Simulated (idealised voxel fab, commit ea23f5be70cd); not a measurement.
process module | voxel transistor to metal
cross-section cut | 215 nm wide | cells 5 nm
A cross-section is a grid of square cells, given in bands from the top down. A band is one or more rows of cells.
Each band's line starts with the height of the band's top and of its bottom, in nm. Then come its materials from left to right, each with its width in nm. One material with "throughout" fills the band from edge to edge. "air" is empty space.
Height 0 is the level under which the wafer as received is all one material. The lowest band goes on downwards, as in "0 down".
A width such as "30 to 40" changes by the same amount from each row of cells to the next, from the band's top row to its bottom row.
"no change" after a step means that no cell of the cross-section changed.
closed voids: empty space of 8 cells or more with no open way to the top, each as width x height at its distance from the left edge, in nm
after a step's settings: what the simulator itself notes on the step
overlay nm, on a step with a mask: how far to the right of its planned place the mask lay; to the left if negative
plan
1 op RECEIVE | material Si
2 op OXIDIZE | depth nm 5
3 op CONFORMAL_DEP | material SiN | thk nm 15
4 op MASKED_ETCH | tone cover | mask id ACTIVE | width nm 135 | etch materials SiN | depth nm 15 | overlay nm 0
5 op MASKED_ETCH | tone cover | mask id ACTIVE | width nm 135 | etch materials SiO2 | depth nm 5 | overlay nm 0
6 op MASKED_ETCH | tone cover | mask id ACTIVE | width nm 135 | etch materials Si | depth nm 35 | overlay nm 0
7 op OXIDIZE | depth nm 5
8 op FILL_DEP | material SiO2 | thk nm 5
9 op CMP | height nm 15
10 op SELECTIVE_ETCH | etch materials SiO2 | depth nm 10
11 op STRIP | etch materials SiN
12 op SELECTIVE_ETCH | etch materials SiO2 | depth nm 5
13 op OXIDIZE | depth nm 5
14 op DIRECTIONAL_DEP | material polySi | thk nm 25
15 op DIRECTIONAL_DEP | material SiCN | thk nm 10
16 op PATTERN | tone cover | mask id GATE | material resist | width nm 35 | thk nm 15 | overlay nm 0
17 op DIRECTIONAL_ETCH | etch materials SiCN | depth nm 20
18 op DIRECTIONAL_ETCH | etch materials polySi | depth nm 35
19 op STRIP | etch materials resist
20 op CONFORMAL_DEP | material SiO2 | thk nm 5
21 op DIRECTIONAL_ETCH | etch materials SiO2 | depth nm 5
22 op CONFORMAL_DEP | material SiN | thk nm 5
23 op DIRECTIONAL_ETCH | etch materials SiN | depth nm 5
24 op DIRECTIONAL_ETCH | etch materials SiO2 | depth nm 5
25 op DIRECTIONAL_ETCH | etch materials Si | depth nm 5
26 op EPI | material pSi | thk nm 5
27 op FILL_DEP | material SiO2 | thk nm 10
28 op CMP | height nm 20
29 op STRIP | etch materials polySi
30 op SELECTIVE_ETCH | etch materials SiO2 | depth nm 5
31 op CONFORMAL_DEP | material HfO2 | thk nm 5
32 op CONFORMAL_DEP | material TiN | thk nm 5
33 op FILL_DEP | material W | thk nm 5
34 op CMP | height nm 15
35 op DIRECTIONAL_DEP | material SiO2 | thk nm 5
36 op MASKED_ETCH | tone open | mask id CONTACT | width nm 20 | pitch nm 95 | etch materials SiO2 | depth nm 40 | overlay nm 0
37 op CONFORMAL_DEP | material TiN | thk nm 5
38 op FILL_DEP | material Ru | thk nm 10
39 op CMP | height nm 30
40 op DIRECTIONAL_DEP | material TiN | thk nm 5
41 op DIRECTIONAL_DEP | material W | thk nm 20
42 op PATTERN | tone cover | mask id METAL_1 | material resist | width nm 20 | pitch nm 95 | thk nm 15 | overlay nm 0
43 op DIRECTIONAL_ETCH | etch materials W | depth nm 20
44 op DIRECTIONAL_ETCH | etch materials TiN | depth nm 5
45 op STRIP | etch materials resist
46 op CONFORMAL_DEP | material SiCN | thk nm 5
47 op FILL_DEP | material lowk | thk nm 5
48 op CMP | height nm 55
49 op CONFORMAL_DEP | material SiCN | thk nm 5
50 op DIRECTIONAL_DEP | material lowk | thk nm 25
51 op PATTERN | tone open | mask id METAL_2_HOLES | material resist | width nm 15 | pitch nm 95 | thk nm 20 | overlay nm 0
52 op DIRECTIONAL_ETCH | etch materials lowk | depth nm 25
53 op STRIP | etch materials resist
54 op DIRECTIONAL_DEP | material aC | thk nm 10
55 op PATTERN | tone open | mask id METAL_2 | material resist | width nm 20 | pitch nm 95 | thk nm 25 | overlay nm 0
56 op DIRECTIONAL_ETCH | etch materials aC | depth nm 10
57 op STRIP | etch materials resist
58 op DIRECTIONAL_ETCH | etch materials lowk | depth nm 15
59 op DIRECTIONAL_ETCH | etch materials SiCN | depth nm 5
60 op STRIP | etch materials aC
61 op CONFORMAL_DEP | material TiN | thk nm 5
62 op FILL_DEP | material Ru | thk nm 5
63 op CMP | height nm 85
64 op CONFORMAL_DEP | material SiCN | thk nm 5
varied across the wafers: thk nm of step 35. The plan shows the first wafer's value. All wafers start alike
first wafer as received, after step 1
  0 down: Si throughout
  closed voids: none
first wafer at the end, after step 64
  90 to 85: SiCN throughout
  85 to 75: lowk 50 | TiN 5 | Ru 10 | TiN 5 | lowk 75 | TiN 5 | Ru 10 | TiN 5 | lowk 50
  75 to 70: lowk 50 | TiN 5 | Ru 5 | TiN 10 | lowk 75 | TiN 5 | Ru 5 | TiN 10 | lowk 50
  70 to 60: lowk 50 | TiN 5 | Ru 5 | TiN 5 | lowk 80 | TiN 5 | Ru 5 | TiN 5 | lowk 55
  60 to 55: SiCN 50 | TiN 15 | SiCN 80 | TiN 15 | SiCN 55
  55 to 35: lowk 45 | SiCN 5 | W 20 | SiCN 5 | lowk 65 | SiCN 5 | W 20 | SiCN 5 | lowk 45
  35 to 30: SiCN 50 | TiN 20 | SiCN 75 | TiN 20 | SiCN 50
  30 to 25: Ru throughout
  25 to 20: TiN 55 | Ru 10 | TiN 85 | Ru 10 | TiN 55
  20 to 15: SiO2 50 | TiN 5 | Ru 10 | TiN 5 | SiO2 75 | TiN 5 | Ru 10 | TiN 5 | SiO2 50
  15 to 0: SiO2 50 | TiN 5 | Ru 10 | TiN 5 | SiO2 10 | SiN 5 | HfO2 5 | TiN 5 | W 25 | TiN 5 | HfO2 5 | SiN 5 | SiO2 10 | TiN 5 | Ru 10 | TiN 5 | SiO2 50
  0 to -5: SiO2 40 | SiN 5 | SiO2 5 | TiN 5 | Ru 10 | TiN 5 | SiO2 10 | SiN 5 | HfO2 5 | TiN 35 | HfO2 5 | SiN 5 | SiO2 10 | TiN 5 | Ru 10 | TiN 5 | SiO2 5 | SiN 5 | SiO2 40
  -5 to -10: SiO2 50 | TiN 20 | SiO2 5 | pSi 5 | SiO2 5 | HfO2 45 | SiO2 5 | pSi 5 | SiO2 5 | TiN 20 | SiO2 50
  -10 to -15: SiO2 45 | pSi 35 | Si 55 | pSi 35 | SiO2 45
  -15 to -45: SiO2 45 | Si 125 | SiO2 45
  -45 down: Si throughout
  closed voids: none
last wafer at the end
  90 to 85: SiCN throughout
  85 to 75: lowk 50 | TiN 5 | Ru 10 | TiN 5 | lowk 75 | TiN 5 | Ru 10 | TiN 5 | lowk 50
  75 to 70: lowk 50 | TiN 5 | Ru 5 | TiN 10 | lowk 75 | TiN 5 | Ru 5 | TiN 10 | lowk 50
  70 to 60: lowk 50 | TiN 5 | Ru 5 | TiN 5 | lowk 80 | TiN 5 | Ru 5 | TiN 5 | lowk 55
  60 to 55: SiCN 50 | TiN 15 | SiCN 80 | TiN 15 | SiCN 55
  55 to 35: lowk 45 | SiCN 5 | W 20 | SiCN 5 | lowk 65 | SiCN 5 | W 20 | SiCN 5 | lowk 45
  35 to 30: SiCN 50 | TiN 20 | SiCN 75 | TiN 20 | SiCN 50
  30 to 15: SiO2 50 | TiN 5 | Ru 10 | TiN 5 | SiO2 75 | TiN 5 | Ru 10 | TiN 5 | SiO2 50
  15 to 10: SiO2 50 | TiN 5 | Ru 10 | TiN 5 | SiO2 10 | SiN 5 | HfO2 5 | TiN 5 | W 25 | TiN 5 | HfO2 5 | SiN 5 | SiO2 10 | TiN 5 | Ru 10 | TiN 5 | SiO2 50
  10 to 5: SiO2 50 | TiN 20 | SiO2 10 | SiN 5 | HfO2 5 | TiN 5 | W 25 | TiN 5 | HfO2 5 | SiN 5 | SiO2 10 | TiN 20 | SiO2 50
  5 to 0: SiO2 80 | SiN 5 | HfO2 5 | TiN 5 | W 25 | TiN 5 | HfO2 5 | SiN 5 | SiO2 80
  0 to -5: SiO2 40 | SiN 5 | SiO2 35 | SiN 5 | HfO2 5 | TiN 35 | HfO2 5 | SiN 5 | SiO2 35 | SiN 5 | SiO2 40
  -5 to -10: SiO2 75 | pSi 5 | SiO2 5 | HfO2 45 | SiO2 5 | pSi 5 | SiO2 75
  -10 to -15: SiO2 45 | pSi 35 | Si 55 | pSi 35 | SiO2 45
  -15 to -45: SiO2 45 | Si 125 | SiO2 45
  -45 down: Si throughout
  closed voids: none
each wafer at the end: cells of each material gained (+) or lost (-) since it was received, then its closed voids
thk nm 5 | +17 HfO2 | +81 Ru | -226 Si | +131 SiCN | +10 SiN | +279 SiO2 | +116 TiN | +47 W | +303 lowk | +16 pSi | closed voids: none
thk nm 10 | +17 HfO2 | +42 Ru | -226 Si | +131 SiCN | +10 SiN | +314 SiO2 | +120 TiN | +47 W | +303 lowk | +16 pSi | closed voids: none
thk nm 15 | +17 HfO2 | +42 Ru | -226 Si | +131 SiCN | +10 SiN | +349 SiO2 | +85 TiN | +47 W | +303 lowk | +16 pSi | closed voids: none
thk nm 20 | +17 HfO2 | +38 Ru | -226 Si | +131 SiCN | +10 SiN | +357 SiO2 | +81 TiN | +47 W | +303 lowk | +16 pSi | closed voids: none
thk nm 25 | +17 HfO2 | +34 Ru | -226 Si | +131 SiCN | +10 SiN | +365 SiO2 | +77 TiN | +47 W | +303 lowk | +16 pSi | closed voids: none
thk nm 30 | +17 HfO2 | +30 Ru | -226 Si | +131 SiCN | +10 SiN | +373 SiO2 | +73 TiN | +47 W | +303 lowk | +16 pSi | closed voids: none
